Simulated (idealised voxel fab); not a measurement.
You're looking at the process module voxel released beams.
We display cut, a cross-section 290 nm in width whose square cells are each 5 nm.
The cross-sections in this document take the form of a grid made of square cells. They are written out as bands, in order from top to bottom. Each band consists of one or more rows of cells.
Read a band's entry like this: the first values are the height of its top and the height of its bottom in nm, and what follows is the sequence of materials from left to right, each with its width in nm. Note that "air" is empty space, and that a single material marked "all across" reaches across the band from edge to edge.
Heights from 0 (as-received wafer is one material below). Bottom band endless downward, as "top 0, no bottom".
The two numbers in a width such as "30..40" mark its ends across the band: the first belongs to the top row of cells, the second to the bottom row, and from each row to the next the width moves by the same amount.
Basically "remained unchanged" means that step didn't change any cell in the cross-section.
In the "Tabulated closed voids" entry, you get each enclosed empty space of 8 cells or more, one with no open way to the top, written width x height at distance, distance from the left edge, in nm.
If you see something after the settings on a step's line, that's the simulator's own remark about that step.
Among the settings permitted on a step's line is "overlay nm"; applied to a step with a mask, it specifies the extent to which the mask lay to the right of its planned position, whereas a negative figure signifies a position to the left.

[The planned process steps are enumerated hereunder]
| 1 | RECEIVE | material Si |
| 2 | CONFORMAL_DEP | material SiN | thk nm 10 |
| 3 | DIRECTIONAL_DEP | material SiO2 | thk nm 10 |
| 4 | PATTERN | tone open | mask id ANCHOR | material resist | width nm 25 | thk nm 15 | overlay nm 0 |
| 5 | DIRECTIONAL_ETCH | etch materials SiO2 | depth nm 10 |
| 6 | STRIP | etch materials resist |
| 7 | CONFORMAL_DEP | material W | thk nm 10 |
| 8 | PATTERN | tone cover | mask id BEAM | material resist | width nm 75 | thk nm 15 | overlay nm 0 |
| 9 | DIRECTIONAL_ETCH | etch materials W | depth nm 10 |
| 10 | STRIP | etch materials resist |
| 11 | STRIP | etch materials SiO2 |

[as received, after step 1]
> top 0, no bottom = Si all across
> Tabulated closed voids: none

[first wafer at the end, as planned]
> top 30, bottom 20 = air (105); W (15); air (5); W (55); air (110)
> top 20, bottom 10 = air (110); W (25); air (155)
> top 10, bottom 0 = SiN all across
> top 0, no bottom = Si all across
> Tabulated closed voids: none

[second wafer at the end: like start, like plan, one mistake]
> top 20, bottom 10 = air (105); W (15); air (5); W (55); air (110)
> top 10, bottom 0 = air (110); W (25); air (155)
> top 0, no bottom = Si all across
> Tabulated closed voids: none
Nonconformance to the process plan: step 2 was left out
Wrapping up, a cell-based count of both wafers puts the second over or under the first for these materials: SiN -116
